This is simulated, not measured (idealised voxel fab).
The process module presented herein is designated voxel transistor to metal.
Section cut is 270 nm wide and gridded with 5 nm square cells.
We lay out every cross-section as a grid of square cells and spell it out in bands from the top down, where one band means one or more rows of cells.
What a band's entry tells you: where the top is and where the bottom is, as heights in nm, and after that what lies inside, material by material from left to right, each with its width in nm. Empty space is written as the word "empty", and a single material marked with the word "full width" occupies the band from edge to edge.
Height datum 0, below which the as-received substrate wafer is one material. Lowest band open at the bottom, running downward: "0 -> down".
The width entry "30..40" should be interpreted row by row: the top row of cells in the band takes the first number, the bottom row takes the second number, and the change between adjacent rows is uniform throughout.
No cell of the cross-section changed in a step that is given as "no modification".
You'll see "Voids, enclosed" listing empty spaces that have no way open to the top, as long as they're 8 cells or more; the notation is width x height at distance, where the distance is from the left edge, and all of it is in nm.
Text after the settings on a step's line: the simulator's own remark on that step.
When a step includes a mask, the "overlay nm" setting on its line states how far to the right of its planned place that mask lay, and negative values state how far to the left.

## Steps planned for the process
1: RECEIVE, material Si
2: CONFORMAL_DEP, material SiO2, thk nm 5
3: CONFORMAL_DEP, material SiN, thk nm 10
4: DIRECTIONAL_DEP, material aC, thk nm 15
5: PATTERN, tone cover, mask id ACTIVE, material resist, width nm 105, pitch nm 135, thk nm 30, overlay nm 0
6: DIRECTIONAL_ETCH, etch materials aC, depth nm 15
7: STRIP, etch materials resist
8: DIRECTIONAL_ETCH, etch materials SiN, depth nm 10
9: DIRECTIONAL_ETCH, etch materials SiO2, depth nm 5
10: DIRECTIONAL_ETCH, etch materials Si, depth nm 30
11: STRIP, etch materials aC
12: FILL_DEP, material SiO2, thk nm 10
13: CMP, height nm 15
14: SELECTIVE_ETCH, etch materials SiO2, depth nm 10
15: STRIP, etch materials SiN
16: SELECTIVE_ETCH, etch materials SiO2, depth nm 5
17: OXIDIZE, depth nm 5
18: DIRECTIONAL_DEP, material polySi, thk nm 25
19: DIRECTIONAL_DEP, material SiCN, thk nm 15
20: MASKED_ETCH, tone cover, mask id GATE, width nm 15, pitch nm 135, etch materials SiCN, depth nm 25, overlay nm 0
21: MASKED_ETCH, tone cover, mask id GATE, width nm 15, pitch nm 135, etch materials polySi, depth nm 35, overlay nm 0
22: CONFORMAL_DEP, material SiN, thk nm 5
23: DIRECTIONAL_ETCH, etch materials SiN, depth nm 5
24: DIRECTIONAL_ETCH, etch materials SiO2, depth nm 5
25: DIRECTIONAL_ETCH, etch materials Si, depth nm 15
26: EPI, material pSi, thk nm 20
27: FILL_DEP, material SiO2, thk nm 5
28: CMP, height nm 40
29: DIRECTIONAL_DEP, material SiO2, thk nm 15
30: DIRECTIONAL_DEP, material aC, thk nm 10
31: PATTERN, tone open, mask id CONTACT, material resist, width nm 35, thk nm 30, overlay nm 0
32: DIRECTIONAL_ETCH, etch materials aC, depth nm 10
33: STRIP, etch materials resist
34: DIRECTIONAL_ETCH, etch materials SiO2, depth nm 55
35: STRIP, etch materials aC
36: CONFORMAL_DEP, material TiN, thk nm 5
37: FILL_DEP, material W, thk nm 5
38: CMP, height nm 55
39: DIRECTIONAL_DEP, material TiN, thk nm 5
40: DIRECTIONAL_DEP, material W, thk nm 20
41: MASKED_ETCH, tone cover, mask id METAL_1, width nm 20, etch materials W, depth nm 20, overlay nm 0
42: MASKED_ETCH, tone cover, mask id METAL_1, width nm 20, etch materials TiN, depth nm 5, overlay nm 0
43: CONFORMAL_DEP, material SiN, thk nm 5
44: FILL_DEP, material SiO2, thk nm 5
45: CMP, height nm 80
46: CONFORMAL_DEP, material SiCN, thk nm 5
47: DIRECTIONAL_DEP, material lowk, thk nm 35
48: DIRECTIONAL_DEP, material aC, thk nm 15
49: PATTERN, tone open, mask id METAL_2_HOLES, material resist, width nm 15, pitch nm 135, thk nm 35, overlay nm 0
50: DIRECTIONAL_ETCH, etch materials aC, depth nm 15
51: STRIP, etch materials resist
52: DIRECTIONAL_ETCH, etch materials lowk, depth nm 35
53: STRIP, etch materials aC
54: DIRECTIONAL_DEP, material aC, thk nm 10
55: PATTERN, tone open, mask id METAL_2, material resist, width nm 20, pitch nm 135, thk nm 30, overlay nm 0
56: DIRECTIONAL_ETCH, etch materials aC, depth nm 10
57: STRIP, etch materials resist
58: DIRECTIONAL_ETCH, etch materials lowk, depth nm 20
59: DIRECTIONAL_ETCH, etch materials SiCN, depth nm 5
60: STRIP, etch materials aC
61: CONFORMAL_DEP, material TiN, thk nm 5
62: FILL_DEP, material Cu, thk nm 5
63: CMP, height nm 120
64: CONFORMAL_DEP, material SiCN, thk nm 5

## Here's what the wafer looked like in cross-section when it arrived - that's after step 1
    0 -> down | Si full width
    Voids, enclosed: none

## As-planned run: cross-section of the first of two wafers at end of module
    125 -> 120 | SiCN full width
    120 -> 105 | lowk (20)  TiN (5)  Cu (10)  TiN (5)  lowk (115)  TiN (5)  Cu (10)  TiN (5)  lowk (95)
    105 -> 100 | lowk (20)  TiN (5)  Cu (5)  TiN (10)  lowk (115)  TiN (5)  Cu (5)  TiN (10)  lowk (95)
    100 -> 85 | lowk (20)  TiN (5)  Cu (5)  TiN (5)  lowk (120)  TiN (5)  Cu (5)  TiN (5)  lowk (100)
    85 -> 80 | SiCN (20)  TiN (15)  SiCN (120)  TiN (15)  SiCN (100)
    80 -> 60 | SiO2 (15)  SiN (5)  W (20)  SiN (5)  SiO2 (45)  SiN (5)  W (20)  SiN (5)  SiO2 (30)  SiN (5)  W (20)  SiN (5)  SiO2 (45)  SiN (5)  W (20)  SiN (5)  SiO2 (15)
    60 -> 55 | SiN (20)  TiN (20)  SiN (55)  TiN (20)  SiN (40)  TiN (20)  SiN (55)  TiN (20)  SiN (20)
    55 -> 40 | SiO2 (20)  TiN (5)  W (25)  TiN (5)  SiO2 (25)  TiN (5)  W (25)  TiN (5)  SiO2 (40)  TiN (5)  W (25)  TiN (5)  SiO2 (25)  TiN (5)  W (25)  TiN (5)  SiO2 (20)
    40 -> 25 | SiO2 (20)  TiN (5)  W (25)  TiN (5)  SiN (5)  SiCN (15)  SiN (5)  TiN (5)  W (25)  TiN (5)  SiO2 (40)  TiN (5)  W (25)  TiN (5)  SiN (5)  SiCN (15)  SiN (5)  TiN (5)  W (25)  TiN (5)  SiO2 (20)
    25 -> 15 | SiO2 (20)  TiN (5)  W (25..5)  TiN (5..25)  SiN (5)  polySi (15)  SiN (5)  TiN (5..25)  W (25..5)  TiN (5)  SiO2 (40)  TiN (5)  W (25..5)  TiN (5..25)  SiN (5)  polySi (15)  SiN (5)  TiN (5..25)  W (25..5)  TiN (5)  SiO2 (20)
    15 -> 5 | SiO2 (20)  TiN (5)  W (5)  TiN (5)  pSi (20)  SiN (5)  polySi (15)  SiN (5)  pSi (20)  TiN (5)  W (5)  TiN (5)  SiO2 (40)  TiN (5)  W (5)  TiN (5)  pSi (20)  SiN (5)  polySi (15)  SiN (5)  pSi (20)  TiN (5)  W (5)  TiN (5)  SiO2 (20)
    5 -> 0 | SiO2 (20)  TiN (15)  pSi (20)  SiN (5)  polySi (15)  SiN (5)  pSi (20)  TiN (15)  SiO2 (40)  TiN (15)  pSi (20)  SiN (5)  polySi (15)  SiN (5)  pSi (20)  TiN (15)  SiO2 (20)
    0 -> -5 | SiO2 (10)  pSi (45)  SiO2 (25)  pSi (45)  SiO2 (20)  pSi (45)  SiO2 (25)  pSi (45)  SiO2 (10)
    -5 -> -20 | SiO2 (15)  pSi (40)  Si (25)  pSi (40)  SiO2 (30)  pSi (40)  Si (25)  pSi (40)  SiO2 (15)
    -20 -> -30 | SiO2 (15)  Si (105)  SiO2 (30)  Si (105)  SiO2 (15)
    -30 -> down | Si full width
    Voids, enclosed: none

## second wafer at the end: like start, like plan, one mistake
    125 -> 120 | SiCN full width
    120 -> 105 | lowk (15)  TiN (5)  Cu (20)  TiN (5)  lowk (105)  TiN (5)  Cu (20)  TiN (5)  lowk (90)
    105 -> 100 | lowk (15)  TiN (10)  Cu (5)  TiN (15)  lowk (105)  TiN (10)  Cu (5)  TiN (15)  lowk (90)
    100 -> 85 | lowk (20)  TiN (5)  Cu (5)  TiN (5)  lowk (120)  TiN (5)  Cu (5)  TiN (5)  lowk (100)
    85 -> 80 | SiCN (20)  TiN (15)  SiCN (120)  TiN (15)  SiCN (100)
    80 -> 60 | SiO2 (15)  SiN (5)  W (20)  SiN (5)  SiO2 (45)  SiN (5)  W (20)  SiN (5)  SiO2 (30)  SiN (5)  W (20)  SiN (5)  SiO2 (45)  SiN (5)  W (20)  SiN (5)  SiO2 (15)
    60 -> 55 | SiN (20)  TiN (20)  SiN (55)  TiN (20)  SiN (40)  TiN (20)  SiN (55)  TiN (20)  SiN (20)
    55 -> 40 | SiO2 (20)  TiN (5)  W (25)  TiN (5)  SiO2 (25)  TiN (5)  W (25)  TiN (5)  SiO2 (40)  TiN (5)  W (25)  TiN (5)  SiO2 (25)  TiN (5)  W (25)  TiN (5)  SiO2 (20)
    40 -> 25 | SiO2 (20)  TiN (5)  W (25)  TiN (5)  SiN (5)  SiCN (15)  SiN (5)  TiN (5)  W (25)  TiN (5)  SiO2 (40)  TiN (5)  W (25)  TiN (5)  SiN (5)  SiCN (15)  SiN (5)  TiN (5)  W (25)  TiN (5)  SiO2 (20)
    25 -> 15 | SiO2 (20)  TiN (5)  W (25..5)  TiN (5..25)  SiN (5)  polySi (15)  SiN (5)  TiN (5..25)  W (25..5)  TiN (5)  SiO2 (40)  TiN (5)  W (25..5)  TiN (5..25)  SiN (5)  polySi (15)  SiN (5)  TiN (5..25)  W (25..5)  TiN (5)  SiO2 (20)
    15 -> 5 | SiO2 (20)  TiN (5)  W (5)  TiN (5)  pSi (20)  SiN (5)  polySi (15)  SiN (5)  pSi (20)  TiN (5)  W (5)  TiN (5)  SiO2 (40)  TiN (5)  W (5)  TiN (5)  pSi (20)  SiN (5)  polySi (15)  SiN (5)  pSi (20)  TiN (5)  W (5)  TiN (5)  SiO2 (20)
    5 -> 0 | SiO2 (20)  TiN (15)  pSi (20)  SiN (5)  polySi (15)  SiN (5)  pSi (20)  TiN (15)  SiO2 (40)  TiN (15)  pSi (20)  SiN (5)  polySi (15)  SiN (5)  pSi (20)  TiN (15)  SiO2 (20)
    0 -> -5 | SiO2 (10)  pSi (45)  SiO2 (25)  pSi (45)  SiO2 (20)  pSi (45)  SiO2 (25)  pSi (45)  SiO2 (10)
    -5 -> -20 | SiO2 (15)  pSi (40)  Si (25)  pSi (40)  SiO2 (30)  pSi (40)  Si (25)  pSi (40)  SiO2 (15)
    -20 -> -30 | SiO2 (15)  Si (105)  SiO2 (30)  Si (105)  SiO2 (15)
    -30 -> down | Si full width
    Voids, enclosed: none
The plan and the run diverged here: for step 55, the planned setting was not used; the step was instead run as PATTERN, tone open, mask id METAL_2, material resist, width nm 30, pitch nm 135, thk nm 30, overlay nm 0
Count the cells at the end and the second wafer has more or fewer of some materials than the first: +12 Cu; +4 TiN; -16 lowk
